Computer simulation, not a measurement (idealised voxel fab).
process module | voxel double patterning
cross-section cut | 235 nm wide | cells 5 nm
A cross-section is a grid of square cells, given in bands from the top down. A band is one or more rows of cells.
Each band's line starts with the height of the band's top and of its bottom, in nm. Then come its materials from left to right, each with its width in nm. One material with "throughout" fills the band from edge to edge. "air" is empty space.
Height 0 is the level under which the wafer as received is all one material. The lowest band goes on downwards, as in "0 down".
A width such as "30 to 40" changes by the same amount from each row of cells to the next, from the band's top row to its bottom row.
"no change" after a step means that no cell of the cross-section changed.
closed voids: empty space of 8 cells or more with no open way to the top, each as width x height at its distance from the left edge, in nm
after a step's settings: what the simulator itself notes on the step
overlay nm, on a step with a mask: how far to the right of its planned place the mask lay; to the left if negative
plan
1 op RECEIVE | material Si
2 op CONFORMAL_DEP | material SiO2 | thk nm 10
3 op DIRECTIONAL_DEP | material W | thk nm 15
4 op DIRECTIONAL_DEP | material SiN | thk nm 10
5 op DIRECTIONAL_DEP | material aC | thk nm 15
6 op PATTERN | tone open | mask id FIRST | material resist | width nm 15 | pitch nm 50 | thk nm 35 | overlay nm 0
7 op DIRECTIONAL_ETCH | etch materials aC | depth nm 15
8 op STRIP | etch materials resist
9 op DIRECTIONAL_ETCH | etch materials SiN | depth nm 10
10 op STRIP | etch materials aC
11 op PATTERN | tone open | mask id SECOND | material resist | width nm 15 | pitch nm 50 | thk nm 15 | overlay nm 0
12 op DIRECTIONAL_ETCH | etch materials SiN | depth nm 10
13 op STRIP | etch materials resist
14 op DIRECTIONAL_ETCH | etch materials W | depth nm 15
15 op STRIP | etch materials SiN
as received, after step 1
  0 down: Si throughout
  closed voids: none
first wafer at the end, as planned
  25 to 10: W 60 | air 15 | W 10 | air 15 | W 10 | air 15 | W 10 | air 15 | W 10 | air 15 | W 60
  10 to 0: SiO2 throughout
  0 down: Si throughout
  closed voids: none
second wafer at the end: like start, like plan, one mistake
  40 to 25: W 60 | air 15 | W 10 | air 15 | W 10 | air 15 | W 10 | air 15 | W 10 | air 15 | W 60
  25 to 10: W throughout
  10 to 0: SiO2 throughout
  0 down: Si throughout
  closed voids: none
what went wrong: step 3 was run twice
at the end the second wafer has, in cells: 141 more of W
